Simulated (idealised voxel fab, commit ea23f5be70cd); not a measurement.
Process module under the name voxel wiring stack
Shown is cross-section cut, with a width of 230 nm and square cells of size 5 nm.
Cross-section = grid of square cells, listed top down in bands; band = one or more rows. A band entry consists of two parts. The first gives the height of the band's top and the height of its bottom, in nm. The rest lists the band's materials from left to right, each with its width in nm. A single material labelled with the word "everywhere" fills the band from edge to edge, and the word "blank" marks empty space. Counting heights begins at 0, where everything beneath is, in the wafer as received, one material. The lowest band has no bottom; it goes on downwards, as "0..down" shows. It should be noted that a width expressed as "30..40" varies in equal increments from row to row of cells within the band, taking the value of the first number at the top row and that of the second number at the bottom row. "no change occurred" means the step left every cell of the cross-section as it was. Under "Fully closed voids" you'll find the enclosed gaps, the ones with no way out to the top, that are 8 cells or bigger; each reads width x height at distance, with distance counted from the left edge, everything in nm. On a step's line, text after the settings is the simulator commenting on that step. "overlay nm", when on a step's line for a step with a mask, measures how far to the right of its planned place the mask lay; a negative measure means to the left.
## The process steps that were planned are listed below
- 1: RECEIVE (material Si)
- 2: CONFORMAL_DEP (material SiO2; thk nm 10)
- 3: DIRECTIONAL_DEP (material TiN; thk nm 5)
- 4: DIRECTIONAL_DEP (material W; thk nm 20)
- 5: DIRECTIONAL_DEP (material aC; thk nm 10)
- 6: PATTERN (tone cover; mask id METAL_1; material resist; width nm 25; pitch nm 55; thk nm 30; overlay nm 0)
- 7: DIRECTIONAL_ETCH (etch materials aC; depth nm 10)
- 8: STRIP (etch materials resist)
- 9: DIRECTIONAL_ETCH (etch materials W; depth nm 20)
- 10: DIRECTIONAL_ETCH (etch materials TiN; depth nm 5)
- 11: STRIP (etch materials aC)
- 12: CONFORMAL_DEP (material SiN; thk nm 5)
- 13: FILL_DEP (material lowk; thk nm 5)
- 14: CMP (height nm 35)
- 15: CONFORMAL_DEP (material SiCN; thk nm 5)
- 16: DIRECTIONAL_DEP (material lowk; thk nm 30)
- 17: DIRECTIONAL_DEP (material aC; thk nm 15)
- 18: PATTERN (tone open; mask id METAL_2_HOLES; material resist; width nm 15; pitch nm 110; thk nm 35; overlay nm 0)
- 19: DIRECTIONAL_ETCH (etch materials aC; depth nm 15)
- 20: STRIP (etch materials resist)
- 21: DIRECTIONAL_ETCH (etch materials lowk; depth nm 30)
- 22: STRIP (etch materials aC)
- 23: DIRECTIONAL_DEP (material aC; thk nm 10)
- 24: PATTERN (tone open; mask id METAL_2; material resist; width nm 25; pitch nm 55; thk nm 25; overlay nm 0)
- 25: DIRECTIONAL_ETCH (etch materials aC; depth nm 10)
- 26: STRIP (etch materials resist)
- 27: DIRECTIONAL_ETCH (etch materials lowk; depth nm 20)
- 28: DIRECTIONAL_ETCH (etch materials SiCN; depth nm 5)
- 29: STRIP (etch materials aC)
- 30: CONFORMAL_DEP (material TiN; thk nm 5)
- 31: FILL_DEP (material Cu; thk nm 10)
- 32: CMP (height nm 70)
- 33: CONFORMAL_DEP (material SiCN; thk nm 5)
- 34: DIRECTIONAL_DEP (material SiO2; thk nm 30)
- 35: MASKED_ETCH (tone open; mask id METAL_3_HOLES; width nm 15; pitch nm 110; etch materials SiO2; depth nm 30; overlay nm 0)
- 36: PATTERN (tone open; mask id METAL_3; material resist; width nm 25; pitch nm 55; thk nm 15; overlay nm 0)
- 37: DIRECTIONAL_ETCH (etch materials SiO2; depth nm 15)
- 38: DIRECTIONAL_ETCH (etch materials SiCN; depth nm 5)
- 39: STRIP (etch materials resist)
- 40: CONFORMAL_DEP (material TiN; thk nm 5)
- 41: FILL_DEP (material Cu; thk nm 10)
- 42: CMP (height nm 105)
- 43: CONFORMAL_DEP (material SiCN; thk nm 5)
- 44: DIRECTIONAL_DEP (material SiO2; thk nm 15)
- 45: PATTERN (tone open; mask id PLUG_3; material resist; width nm 15; pitch nm 55; thk nm 15; overlay nm 0)
- 46: DIRECTIONAL_ETCH (etch materials SiO2; depth nm 15)
- 47: DIRECTIONAL_ETCH (etch materials SiCN; depth nm 5)
- 48: STRIP (etch materials resist)
- 49: EPI (material Ru; thk nm 10)
- 50: EPI (material Ru; thk nm 10)
- 51: DIRECTIONAL_DEP (material TiN; thk nm 5)
- 52: DIRECTIONAL_DEP (material Ru; thk nm 20)
- 53: DIRECTIONAL_DEP (material aC; thk nm 15)
- 54: PATTERN (tone cover; mask id METAL_4; material resist; width nm 25; pitch nm 55; thk nm 35; overlay nm 0)
- 55: DIRECTIONAL_ETCH (etch materials aC; depth nm 15)
- 56: STRIP (etch materials resist)
- 57: DIRECTIONAL_ETCH (etch materials Ru; depth nm 20)
- 58: DIRECTIONAL_ETCH (etch materials TiN; depth nm 5)
- 59: STRIP (etch materials aC)
- 60: CONFORMAL_DEP (material SiCN; thk nm 5)
- 61: FILL_DEP (material lowk; thk nm 5)
- 62: CMP (height nm 150)
- 63: CONFORMAL_DEP (material SiCN; thk nm 5)
## This is the cross-section of the wafer as we received it, i.e. after step 1
- 0..down = Si everywhere
- Fully closed voids: none
## Run as planned - first of the two wafers cross-sectioned at the end of the module
- 155..150 = SiCN everywhere
- 150..130 = 15 of lowk / 5 of SiCN / 25 of Ru / 5 of SiCN / 20 of lowk / 5 of SiCN / 25 of Ru / 5 of SiCN / 20 of lowk / 5 of SiCN / 25 of Ru / 5 of SiCN / 20 of lowk / 5 of SiCN / 25 of Ru / 5 of SiCN / 15 of lowk
- 130..125 = 20 of SiCN / 25 of TiN / 30 of SiCN / 25 of TiN / 30 of SiCN / 25 of TiN / 30 of SiCN / 25 of TiN / 20 of SiCN
- 125..110 = 20 of SiO2 / 15 of Ru / 40 of SiO2 / 15 of Ru / 40 of SiO2 / 15 of Ru / 40 of SiO2 / 15 of Ru / 30 of SiO2
- 110..105 = 20 of SiCN / 15 of Ru / 40 of SiCN / 15 of Ru / 40 of SiCN / 15 of Ru / 40 of SiCN / 15 of Ru / 30 of SiCN
- 105..95 = 20 of SiO2 / 5 of TiN / 15 of Cu / 5 of TiN / 30 of SiO2 / 5 of TiN / 15 of Cu / 5 of TiN / 30 of SiO2 / 5 of TiN / 15 of Cu / 5 of TiN / 30 of SiO2 / 5 of TiN / 15 of Cu / 5 of TiN / 20 of SiO2
- 95..90 = 20 of SiO2 / 5 of TiN / 5 of Cu / 15 of TiN / 30 of SiO2 / 25 of TiN / 30 of SiO2 / 5 of TiN / 5 of Cu / 15 of TiN / 30 of SiO2 / 25 of TiN / 20 of SiO2
- 90..75 = 20 of SiO2 / 5 of TiN / 5 of Cu / 5 of TiN / 95 of SiO2 / 5 of TiN / 5 of Cu / 5 of TiN / 85 of SiO2
- 75..70 = 20 of SiCN / 15 of TiN / 95 of SiCN / 15 of TiN / 85 of SiCN
- 70..55 = 20 of lowk / 5 of TiN / 15 of Cu / 5 of TiN / 30 of lowk / 5 of TiN / 15 of Cu / 5 of TiN / 30 of lowk / 5 of TiN / 15 of Cu / 5 of TiN / 30 of lowk / 5 of TiN / 15 of Cu / 5 of TiN / 20 of lowk
- 55..50 = 20 of lowk / 5 of TiN / 5 of Cu / 15 of TiN / 30 of lowk / 25 of TiN / 30 of lowk / 5 of TiN / 5 of Cu / 15 of TiN / 30 of lowk / 25 of TiN / 20 of lowk
- 50..40 = 20 of lowk / 5 of TiN / 5 of Cu / 5 of TiN / 95 of lowk / 5 of TiN / 5 of Cu / 5 of TiN / 85 of lowk
- 40..35 = 20 of SiCN / 15 of TiN / 95 of SiCN / 15 of TiN / 85 of SiCN
- 35..15 = 15 of lowk / 5 of SiN / 25 of W / 5 of SiN / 20 of lowk / 5 of SiN / 25 of W / 5 of SiN / 20 of lowk / 5 of SiN / 25 of W / 5 of SiN / 20 of lowk / 5 of SiN / 25 of W / 5 of SiN / 15 of lowk
- 15..10 = 20 of SiN / 25 of TiN / 30 of SiN / 25 of TiN / 30 of SiN / 25 of TiN / 30 of SiN / 25 of TiN / 20 of SiN
- 10..0 = SiO2 everywhere
- 0..down = Si everywhere
- Fully closed voids: none
## End of module, second wafer, cross-section. Started like the first, planned like the first, run with one mistake
- 155..150 = SiCN everywhere
- 150..130 = 15 of lowk / 5 of SiCN / 25 of Ru / 5 of SiCN / 20 of lowk / 5 of SiCN / 25 of Ru / 5 of SiCN / 20 of lowk / 5 of SiCN / 25 of Ru / 5 of SiCN / 20 of lowk / 5 of SiCN / 25 of Ru / 5 of SiCN / 15 of lowk
- 130..125 = 20 of SiCN / 25 of TiN / 30 of SiCN / 25 of TiN / 30 of SiCN / 25 of TiN / 30 of SiCN / 25 of TiN / 20 of SiCN
- 125..110 = 25 of SiO2 / 15 of Ru / 40 of SiO2 / 15 of Ru / 40 of SiO2 / 15 of Ru / 40 of SiO2 / 15 of Ru / 25 of SiO2
- 110..105 = 25 of SiCN / 15 of Ru / 40 of SiCN / 15 of Ru / 40 of SiCN / 15 of Ru / 40 of SiCN / 15 of Ru / 25 of SiCN
- 105..95 = 20 of SiO2 / 5 of TiN / 15 of Cu / 5 of TiN / 30 of SiO2 / 5 of TiN / 15 of Cu / 5 of TiN / 30 of SiO2 / 5 of TiN / 15 of Cu / 5 of TiN / 30 of SiO2 / 5 of TiN / 15 of Cu / 5 of TiN / 20 of SiO2
- 95..90 = 20 of SiO2 / 5 of TiN / 5 of Cu / 15 of TiN / 30 of SiO2 / 25 of TiN / 30 of SiO2 / 5 of TiN / 5 of Cu / 15 of TiN / 30 of SiO2 / 25 of TiN / 20 of SiO2
- 90..75 = 20 of SiO2 / 5 of TiN / 5 of Cu / 5 of TiN / 95 of SiO2 / 5 of TiN / 5 of Cu / 5 of TiN / 85 of SiO2
- 75..70 = 20 of SiCN / 15 of TiN / 95 of SiCN / 15 of TiN / 85 of SiCN
- 70..55 = 20 of lowk / 5 of TiN / 15 of Cu / 5 of TiN / 30 of lowk / 5 of TiN / 15 of Cu / 5 of TiN / 30 of lowk / 5 of TiN / 15 of Cu / 5 of TiN / 30 of lowk / 5 of TiN / 15 of Cu / 5 of TiN / 20 of lowk
- 55..50 = 20 of lowk / 5 of TiN / 5 of Cu / 15 of TiN / 30 of lowk / 25 of TiN / 30 of lowk / 5 of TiN / 5 of Cu / 15 of TiN / 30 of lowk / 25 of TiN / 20 of lowk
- 50..40 = 20 of lowk / 5 of TiN / 5 of Cu / 5 of TiN / 95 of lowk / 5 of TiN / 5 of Cu / 5 of TiN / 85 of lowk
- 40..35 = 20 of SiCN / 15 of TiN / 95 of SiCN / 15 of TiN / 85 of SiCN
- 35..15 = 15 of lowk / 5 of SiN / 25 of W / 5 of SiN / 20 of lowk / 5 of SiN / 25 of W / 5 of SiN / 20 of lowk / 5 of SiN / 25 of W / 5 of SiN / 20 of lowk / 5 of SiN / 25 of W / 5 of SiN / 15 of lowk
- 15..10 = 20 of SiN / 25 of TiN / 30 of SiN / 25 of TiN / 30 of SiN / 25 of TiN / 30 of SiN / 25 of TiN / 20 of SiN
- 10..0 = SiO2 everywhere
- 0..down = Si everywhere
- Fully closed voids: none
Nonconformance to the process plan: so step 45 ended up running with a different setting than we planned, it ran as PATTERN (tone open; mask id PLUG_3; material resist; width nm 15; pitch nm 55; thk nm 15; overlay nm 5)
If you tally the cells, the second wafer ends up with the same amount of every material as the first; it's all just sitting in different places.
